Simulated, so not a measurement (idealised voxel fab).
Process module name: voxel double patterning
We display cut, a cross-section 210 nm in width whose square cells are each 5 nm.
Format of a cross-section: grid, square cells. Given as bands. Order: top down. Band: one or more rows of cells.
Top, bottom (nm), then materials left to right with widths (nm); lone material tagged "full width" fills the whole band edge to edge; "air" = empty space.
Ref level 0: as-received wafer is one material below here. Bottom band extends down with no lower bound ("from 0 down").
The notation "30->40" denotes a width that varies across the rows of cells in the band, beginning at the first number in the top row, finishing at the second number in the bottom row, and changing by an identical amount from each row to the next.
"everything unchanged" for a step: no cell of the cross-section changed in that step.
Closed cavity list: empty space of 8 cells or more with no open way to the top, each as width x height at its distance from the left edge, in nm
What comes after the settings on a step's line is commentary from the simulator itself on that step.
A step line may carry the setting "overlay nm", which, for steps involving a mask, states the distance by which the mask lay to the right of its intended position; negative values denote displacement to the left.
Each pair of cross-sections that follows straddles one process step: the one shows the state before the step, the other the state after it, down to the lowest band that changed and no further. The step in question, and its settings, are given under the pair. Note that a pair is not necessarily a continuation of the pair above it, since pairs can come from different runs of this module on the same starting wafer; it is a continuation only where its entry headed "Before this step" says so.

Before this step:
from 0 down | Si full width
Closed cavity list: none

Sectional Result:
from 5 to 0 | SiO2 full width
For the remainder of the cross-section, below 0, there is no change.
Closed cavity list: none
Between the two cross-sections shown above, the process step is CONFORMAL_DEP (material SiO2; thk nm 5)

Before this step: just use the after drawing of the pair above as your starting point.

Sectional Result:
from 20 to 5 | polySi full width
For the remainder of the cross-section, below 5, there is no change.
Closed cavity list: none
Between the two cross-sections shown above, the process step is DIRECTIONAL_DEP (material polySi; thk nm 15)

Before this step: just use the after drawing of the pair above as your starting point.

Sectional Result:
from 30 to 20 | SiN full width
For the remainder of the cross-section, below 20, there is no change.
Closed cavity list: none
Between the two cross-sections shown above, the process step is DIRECTIONAL_DEP (material SiN; thk nm 10)

Before this step: just use the after drawing of the pair above as your starting point.

Sectional Result:
from 45 to 30 | 70 resist; 15 air; 35 resist; 15 air; 75 resist
For the remainder of the cross-section, below 30, there is no change.
Closed cavity list: none
Between the two cross-sections shown above, the process step is PATTERN (tone open; mask id FIRST; material resist; width nm 15; pitch nm 50; thk nm 15; overlay nm 0)

Before this step: just use the after drawing of the pair above as your starting point.

Sectional Result:
from 45 to 30 | 70 resist; 15 air; 35 resist; 15 air; 75 resist
from 30 to 20 | 70 SiN; 15 air; 35 SiN; 15 air; 75 SiN
For the remainder of the cross-section, below 20, there is no change.
Closed cavity list: none
Between the two cross-sections shown above, the process step is DIRECTIONAL_ETCH (etch materials SiN; depth nm 10)

Before this step: just use the after drawing of the pair above as your starting point.

Sectional Result:
from 30 to 20 | 70 SiN; 15 air; 35 SiN; 15 air; 75 SiN
For the remainder of the cross-section, below 20, there is no change.
Closed cavity list: none
Between the two cross-sections shown above, the process step is STRIP (etch materials resist)

Before this step: just use the after drawing of the pair above as your starting point.

Sectional Result:
from 30 to 20 | 70 SiN; 15 air; 10 SiN; 15 air; 10 SiN; 15 air; 75 SiN
For the remainder of the cross-section, below 20, there is no change.
Closed cavity list: none
Between the two cross-sections shown above, the process step is MASKED_ETCH (tone open; mask id SECOND; width nm 15; etch materials SiN; depth nm 10; overlay nm 0)

Before this step: just use the after drawing of the pair above as your starting point.

Sectional Result:
from 30 to 20 | 70 SiN; 15 air; 10 SiN; 15 air; 10 SiN; 15 air; 75 SiN
from 20 to 5 | 70 polySi; 15 air; 10 polySi; 15 air; 10 polySi; 15 air; 75 polySi
For the remainder of the cross-section, below 5, there is no change.
Closed cavity list: none
Between the two cross-sections shown above, the process step is DIRECTIONAL_ETCH (etch materials polySi; depth nm 15)

Before this step: just use the after drawing of the pair above as your starting point.

Sectional Result:
from 20 to 5 | 70 polySi; 15 air; 10 polySi; 15 air; 10 polySi; 15 air; 75 polySi
For the remainder of the cross-section, below 5, there is no change.
Closed cavity list: none
Between the two cross-sections shown above, the process step is STRIP (etch materials SiN)

Before this step:
from 0 down | Si full width
Closed cavity list: none

Sectional Result:
from 15 to 0 | polySi full width
For the remainder of the cross-section, below 0, there is no change.
Closed cavity list: none
Between the two cross-sections shown above, the process step is DIRECTIONAL_DEP (material polySi; thk nm 15)

Before this step: just use the after drawing of the pair above as your starting point.

Sectional Result:
from 25 to 15 | SiN full width
For the remainder of the cross-section, below 15, there is no change.
Closed cavity list: none
Between the two cross-sections shown above, the process step is DIRECTIONAL_DEP (material SiN; thk nm 10)

Before this step: just use the after drawing of the pair above as your starting point.

Sectional Result:
from 40 to 25 | 70 resist; 15 air; 35 resist; 15 air; 75 resist
For the remainder of the cross-section, below 25, there is no change.
Closed cavity list: none
Between the two cross-sections shown above, the process step is PATTERN (tone open; mask id FIRST; material resist; width nm 15; pitch nm 50; thk nm 15; overlay nm 0)

Before this step: just use the after drawing of the pair above as your starting point.

Sectional Result:
from 40 to 25 | 70 resist; 15 air; 35 resist; 15 air; 75 resist
from 25 to 15 | 70 SiN; 15 air; 35 SiN; 15 air; 75 SiN
For the remainder of the cross-section, below 15, there is no change.
Closed cavity list: none
Between the two cross-sections shown above, the process step is DIRECTIONAL_ETCH (etch materials SiN; depth nm 10)

Before this step: just use the after drawing of the pair above as your starting point.

Sectional Result:
from 25 to 15 | 70 SiN; 15 air; 35 SiN; 15 air; 75 SiN
For the remainder of the cross-section, below 15, there is no change.
Closed cavity list: none
Between the two cross-sections shown above, the process step is STRIP (etch materials resist)

Before this step: just use the after drawing of the pair above as your starting point.

Sectional Result:
from 25 to 15 | 70 SiN; 15 air; 10 SiN; 15 air; 10 SiN; 15 air; 75 SiN
For the remainder of the cross-section, below 15, there is no change.
Closed cavity list: none
Between the two cross-sections shown above, the process step is MASKED_ETCH (tone open; mask id SECOND; width nm 15; etch materials SiN; depth nm 10; overlay nm 0)

Before this step: just use the after drawing of the pair above as your starting point.

Sectional Result:
from 25 to 15 | 70 SiN; 15 air; 10 SiN; 15 air; 10 SiN; 15 air; 75 SiN
from 15 to 0 | 70 polySi; 15 air; 10 polySi; 15 air; 10 polySi; 15 air; 75 polySi
For the remainder of the cross-section, below 0, there is no change.
Closed cavity list: none
Between the two cross-sections shown above, the process step is DIRECTIONAL_ETCH (etch materials polySi; depth nm 15)

Before this step: just use the after drawing of the pair above as your starting point.

Sectional Result:
from 15 to 0 | 70 polySi; 15 air; 10 polySi; 15 air; 10 polySi; 15 air; 75 polySi
For the remainder of the cross-section, below 0, there is no change.
Closed cavity list: none
Between the two cross-sections shown above, the process step is STRIP (etch materials SiN)

Before this step:
from 20 to 5 | polySi full width
from 5 to 0 | SiO2 full width
from 0 down | Si full width
Closed cavity list: none

Sectional Result:
from 35 to 5 | polySi full width
For the remainder of the cross-section, below 5, there is no change.
Closed cavity list: none
Between the two cross-sections shown above, the process step is DIRECTIONAL_DEP (material polySi; thk nm 15)

Before this step: just use the after drawing of the pair above as your starting point.

Sectional Result:
from 45 to 35 | SiN full width
For the remainder of the cross-section, below 35, there is no change.
Closed cavity list: none
Between the two cross-sections shown above, the process step is DIRECTIONAL_DEP (material SiN; thk nm 10)

Before this step: just use the after drawing of the pair above as your starting point.

Sectional Result:
from 60 to 45 | 70 resist; 15 air; 35 resist; 15 air; 75 resist
For the remainder of the cross-section, below 45, there is no change.
Closed cavity list: none
Between the two cross-sections shown above, the process step is PATTERN (tone open; mask id FIRST; material resist; width nm 15; pitch nm 50; thk nm 15; overlay nm 0)

Before this step: just use the after drawing of the pair above as your starting point.

Sectional Result:
from 60 to 45 | 70 resist; 15 air; 35 resist; 15 air; 75 resist
from 45 to 35 | 70 SiN; 15 air; 35 SiN; 15 air; 75 SiN
For the remainder of the cross-section, below 35, there is no change.
Closed cavity list: none
Between the two cross-sections shown above, the process step is DIRECTIONAL_ETCH (etch materials SiN; depth nm 10)

Before this step: just use the after drawing of the pair above as your starting point.

Sectional Result:
from 45 to 35 | 70 SiN; 15 air; 35 SiN; 15 air; 75 SiN
For the remainder of the cross-section, below 35, there is no change.
Closed cavity list: none
Between the two cross-sections shown above, the process step is STRIP (etch materials resist)

Before this step: just use the after drawing of the pair above as your starting point.

Sectional Result:
from 45 to 35 | 70 SiN; 15 air; 10 SiN; 15 air; 10 SiN; 15 air; 75 SiN
For the remainder of the cross-section, below 35, there is no change.
Closed cavity list: none
Between the two cross-sections shown above, the process step is MASKED_ETCH (tone open; mask id SECOND; width nm 15; etch materials SiN; depth nm 10; overlay nm 0)

Before this step: just use the after drawing of the pair above as your starting point.

Sectional Result:
from 45 to 35 | 70 SiN; 15 air; 10 SiN; 15 air; 10 SiN; 15 air; 75 SiN
from 35 to 20 | 70 polySi; 15 air; 10 polySi; 15 air; 10 polySi; 15 air; 75 polySi
For the remainder of the cross-section, below 20, there is no change.
Closed cavity list: none
Between the two cross-sections shown above, the process step is DIRECTIONAL_ETCH (etch materials polySi; depth nm 15)

Before this step: just use the after drawing of the pair above as your starting point.

Sectional Result:
from 35 to 20 | 70 polySi; 15 air; 10 polySi; 15 air; 10 polySi; 15 air; 75 polySi
For the remainder of the cross-section, below 20, there is no change.
Closed cavity list: none
Between the two cross-sections shown above, the process step is STRIP (etch materials SiN)

Before this step:
from 15 to 0 | polySi full width
from 0 down | Si full width
Closed cavity list: none

Sectional Result:
from 20 to 15 | SiO2 full width
For the remainder of the cross-section, below 15, there is no change.
Closed cavity list: none
Between the two cross-sections shown above, the process step is CONFORMAL_DEP (material SiO2; thk nm 5)

Before this step: just use the after drawing of the pair above as your starting point.

Sectional Result:
from 30 to 20 | SiN full width
For the remainder of the cross-section, below 20, there is no change.
Closed cavity list: none
Between the two cross-sections shown above, the process step is DIRECTIONAL_DEP (material SiN; thk nm 10)

Before this step: just use the after drawing of the pair above as your starting point.

Sectional Result:
from 45 to 30 | 70 resist; 15 air; 35 resist; 15 air; 75 resist
For the remainder of the cross-section, below 30, there is no change.
Closed cavity list: none
Between the two cross-sections shown above, the process step is PATTERN (tone open; mask id FIRST; material resist; width nm 15; pitch nm 50; thk nm 15; overlay nm 0)

Before this step: just use the after drawing of the pair above as your starting point.

Sectional Result:
from 45 to 30 | 70 resist; 15 air; 35 resist; 15 air; 75 resist
from 30 to 20 | 70 SiN; 15 air; 35 SiN; 15 air; 75 SiN
For the remainder of the cross-section, below 20, there is no change.
Closed cavity list: none
Between the two cross-sections shown above, the process step is DIRECTIONAL_ETCH (etch materials SiN; depth nm 10)

Before this step: just use the after drawing of the pair above as your starting point.

Sectional Result:
from 30 to 20 | 70 SiN; 15 air; 35 SiN; 15 air; 75 SiN
For the remainder of the cross-section, below 20, there is no change.
Closed cavity list: none
Between the two cross-sections shown above, the process step is STRIP (etch materials resist)

Before this step: just use the after drawing of the pair above as your starting point.

Sectional Result:
from 30 to 20 | 70 SiN; 15 air; 10 SiN; 15 air; 10 SiN; 15 air; 75 SiN
For the remainder of the cross-section, below 20, there is no change.
Closed cavity list: none
Between the two cross-sections shown above, the process step is MASKED_ETCH (tone open; mask id SECOND; width nm 15; etch materials SiN; depth nm 10; overlay nm 0)

Before this step: just use the after drawing of the pair above as your starting point.

Sectional Result:
from 20 to 15 | SiO2 full width
For the remainder of the cross-section, below 15, there is no change.
Closed cavity list: none
Between the two cross-sections shown above, the process step is STRIP (etch materials SiN)

Before this step:
from 5 to 0 | SiO2 full width
from 0 down | Si full width
Closed cavity list: none

Sectional Result:
from 30 to 5 | polySi full width
For the remainder of the cross-section, below 5, there is no change.
Closed cavity list: none
Between the two cross-sections shown above, the process step is DIRECTIONAL_DEP (material polySi; thk nm 25)

Before this step: just use the after drawing of the pair above as your starting point.

Sectional Result:
from 40 to 30 | SiN full width
For the remainder of the cross-section, below 30, there is no change.
Closed cavity list: none
Between the two cross-sections shown above, the process step is DIRECTIONAL_DEP (material SiN; thk nm 10)

Before this step: just use the after drawing of the pair above as your starting point.

Sectional Result:
from 55 to 40 | 70 resist; 15 air; 35 resist; 15 air; 75 resist
For the remainder of the cross-section, below 40, there is no change.
Closed cavity list: none
Between the two cross-sections shown above, the process step is PATTERN (tone open; mask id FIRST; material resist; width nm 15; pitch nm 50; thk nm 15; overlay nm 0)

Before this step: just use the after drawing of the pair above as your starting point.

Sectional Result:
from 55 to 40 | 70 resist; 15 air; 35 resist; 15 air; 75 resist
from 40 to 30 | 70 SiN; 15 air; 35 SiN; 15 air; 75 SiN
For the remainder of the cross-section, below 30, there is no change.
Closed cavity list: none
Between the two cross-sections shown above, the process step is DIRECTIONAL_ETCH (etch materials SiN; depth nm 10)

Before this step: just use the after drawing of the pair above as your starting point.

Sectional Result:
from 40 to 30 | 70 SiN; 15 air; 35 SiN; 15 air; 75 SiN
For the remainder of the cross-section, below 30, there is no change.
Closed cavity list: none
Between the two cross-sections shown above, the process step is STRIP (etch materials resist)

Before this step: just use the after drawing of the pair above as your starting point.

Sectional Result:
from 40 to 30 | 70 SiN; 15 air; 10 SiN; 15 air; 10 SiN; 15 air; 75 SiN
For the remainder of the cross-section, below 30, there is no change.
Closed cavity list: none
Between the two cross-sections shown above, the process step is MASKED_ETCH (tone open; mask id SECOND; width nm 15; etch materials SiN; depth nm 10; overlay nm 0)

Before this step: just use the after drawing of the pair above as your starting point.

Sectional Result:
from 40 to 30 | 70 SiN; 15 air; 10 SiN; 15 air; 10 SiN; 15 air; 75 SiN
from 30 to 15 | 70 polySi; 15 air; 10 polySi; 15 air; 10 polySi; 15 air; 75 polySi
For the remainder of the cross-section, below 15, there is no change.
Closed cavity list: none
Between the two cross-sections shown above, the process step is DIRECTIONAL_ETCH (etch materials polySi; depth nm 15)

Before this step: just use the after drawing of the pair above as your starting point.

Sectional Result:
from 30 to 15 | 70 polySi; 15 air; 10 polySi; 15 air; 10 polySi; 15 air; 75 polySi
For the remainder of the cross-section, below 15, there is no change.
Closed cavity list: none
Between the two cross-sections shown above, the process step is STRIP (etch materials SiN)

Before this step:
from 30 to 20 | 70 SiN; 15 air; 35 SiN; 15 air; 75 SiN
from 20 to 5 | polySi full width
from 5 to 0 | SiO2 full width
from 0 down | Si full width
Closed cavity list: none

Sectional Result:
from 30 to 20 | 70 SiN; 15 air; 5 SiN; 25 air; 5 SiN; 15 air; 75 SiN
For the remainder of the cross-section, below 20, there is no change.
Closed cavity list: none
Between the two cross-sections shown above, the process step is MASKED_ETCH (tone open; mask id SECOND; width nm 25; etch materials SiN; depth nm 10; overlay nm 0)

Before this step: just use the after drawing of the pair above as your starting point.

Sectional Result:
from 30 to 20 | 70 SiN; 15 air; 5 SiN; 25 air; 5 SiN; 15 air; 75 SiN
from 20 to 5 | 70 polySi; 15 air; 5 polySi; 25 air; 5 polySi; 15 air; 75 polySi
For the remainder of the cross-section, below 5, there is no change.
Closed cavity list: none
Between the two cross-sections shown above, the process step is DIRECTIONAL_ETCH (etch materials polySi; depth nm 15)

Before this step: just use the after drawing of the pair above as your starting point.

Sectional Result:
from 20 to 5 | 70 polySi; 15 air; 5 polySi; 25 air; 5 polySi; 15 air; 75 polySi
For the remainder of the cross-section, below 5, there is no change.
Closed cavity list: none
Between the two cross-sections shown above, the process step is STRIP (etch materials SiN)

Before this step:
from 30 to 20 | SiN full width
from 20 to 5 | polySi full width
from 5 to 0 | SiO2 full width
from 0 down | Si full width
Closed cavity list: none

Sectional Result:
from 45 to 30 | 80 resist; 15 air; 35 resist; 15 air; 65 resist
For the remainder of the cross-section, below 30, there is no change.
Closed cavity list: none
Between the two cross-sections shown above, the process step is PATTERN (tone open; mask id FIRST; material resist; width nm 15; pitch nm 50; thk nm 15; overlay nm 10)

Before this step: just use the after drawing of the pair above as your starting point.

Sectional Result:
from 45 to 30 | 80 resist; 15 air; 35 resist; 15 air; 65 resist
from 30 to 20 | 80 SiN; 15 air; 35 SiN; 15 air; 65 SiN
For the remainder of the cross-section, below 20, there is no change.
Closed cavity list: none
Between the two cross-sections shown above, the process step is DIRECTIONAL_ETCH (etch materials SiN; depth nm 10)

Before this step: just use the after drawing of the pair above as your starting point.

Sectional Result:
from 30 to 20 | 80 SiN; 15 air; 35 SiN; 15 air; 65 SiN
For the remainder of the cross-section, below 20, there is no change.
Closed cavity list: none
Between the two cross-sections shown above, the process step is STRIP (etch materials resist)

Before this step: just use the after drawing of the pair above as your starting point.

Sectional Result:
from 30 to 20 | 80 SiN; 30 air; 20 SiN; 15 air; 65 SiN
For the remainder of the cross-section, below 20, there is no change.
Closed cavity list: none
Between the two cross-sections shown above, the process step is MASKED_ETCH (tone open; mask id SECOND; width nm 15; etch materials SiN; depth nm 10; overlay nm 0)

Before this step: just use the after drawing of the pair above as your starting point.

Sectional Result:
from 30 to 20 | 80 SiN; 30 air; 20 SiN; 15 air; 65 SiN
from 20 to 5 | 80 polySi; 30 air; 20 polySi; 15 air; 65 polySi
For the remainder of the cross-section, below 5, there is no change.
Closed cavity list: none
Between the two cross-sections shown above, the process step is DIRECTIONAL_ETCH (etch materials polySi; depth nm 15)

Before this step: just use the after drawing of the pair above as your starting point.

Sectional Result:
from 20 to 5 | 80 polySi; 30 air; 20 polySi; 15 air; 65 polySi
For the remainder of the cross-section, below 5, there is no change.
Closed cavity list: none
Between the two cross-sections shown above, the process step is STRIP (etch materials SiN)

Before this step:
from 20 to 5 | polySi full width
from 5 to 0 | SiO2 full width
from 0 down | Si full width
Closed cavity list: none

Sectional Result:
from 30 to 5 | polySi full width
For the remainder of the cross-section, below 5, there is no change.
Closed cavity list: none
Between the two cross-sections shown above, the process step is DIRECTIONAL_DEP (material polySi; thk nm 10)

Before this step: just use the after drawing of the pair above as your starting point.

Sectional Result:
from 45 to 30 | 70 resist; 15 air; 35 resist; 15 air; 75 resist
For the remainder of the cross-section, below 30, there is no change.
Closed cavity list: none
Between the two cross-sections shown above, the process step is PATTERN (tone open; mask id FIRST; material resist; width nm 15; pitch nm 50; thk nm 15; overlay nm 0)

Before this step: just use the after drawing of the pair above as your starting point.

Sectional Result:
from 30 to 5 | polySi full width
For the remainder of the cross-section, below 5, there is no change.
Closed cavity list: none
Between the two cross-sections shown above, the process step is STRIP (etch materials resist)

Before this step: just use the after drawing of the pair above as your starting point.

Sectional Result:
from 15 to 5 | polySi full width
For the remainder of the cross-section, below 5, there is no change.
Closed cavity list: none
Between the two cross-sections shown above, the process step is DIRECTIONAL_ETCH (etch materials polySi; depth nm 15)

Before this step:
from 30 to 20 | SiN full width
from 20 to 5 | polySi full width
from 5 to 0 | SiO2 full width
from 0 down | Si full width
Closed cavity list: none

Sectional Result:
from 45 to 30 | 70 air; 15 resist; 35 air; 15 resist; 75 air
For the remainder of the cross-section, below 30, there is no change.
Closed cavity list: none
Between the two cross-sections shown above, the process step is PATTERN (tone cover; mask id FIRST; material resist; width nm 15; pitch nm 50; thk nm 15; overlay nm 0)

Before this step: just use the after drawing of the pair above as your starting point.

Sectional Result:
from 45 to 30 | 70 air; 15 resist; 35 air; 15 resist; 75 air
from 30 to 20 | 70 air; 15 SiN; 35 air; 15 SiN; 75 air
For the remainder of the cross-section, below 20, there is no change.
Closed cavity list: none
Between the two cross-sections shown above, the process step is DIRECTIONAL_ETCH (etch materials SiN; depth nm 10)

Before this step: just use the after drawing of the pair above as your starting point.

Sectional Result:
from 30 to 20 | 70 air; 15 SiN; 35 air; 15 SiN; 75 air
For the remainder of the cross-section, below 20, there is no change.
Closed cavity list: none
Between the two cross-sections shown above, the process step is STRIP (etch materials resist)

Before this step: just use the after drawing of the pair above as your starting point.

Sectional Result:
from 30 to 20 | 70 air; 15 SiN; 35 air; 15 SiN; 75 air
from 20 to 5 | 70 air; 15 polySi; 35 air; 15 polySi; 75 air
For the remainder of the cross-section, below 5, there is no change.
Closed cavity list: none
Between the two cross-sections shown above, the process step is DIRECTIONAL_ETCH (etch materials polySi; depth nm 15)

Before this step: just use the after drawing of the pair above as your starting point.

Sectional Result:
from 20 to 5 | 70 air; 15 polySi; 35 air; 15 polySi; 75 air
For the remainder of the cross-section, below 5, there is no change.
Closed cavity list: none
Between the two cross-sections shown above, the process step is STRIP (etch materials SiN)
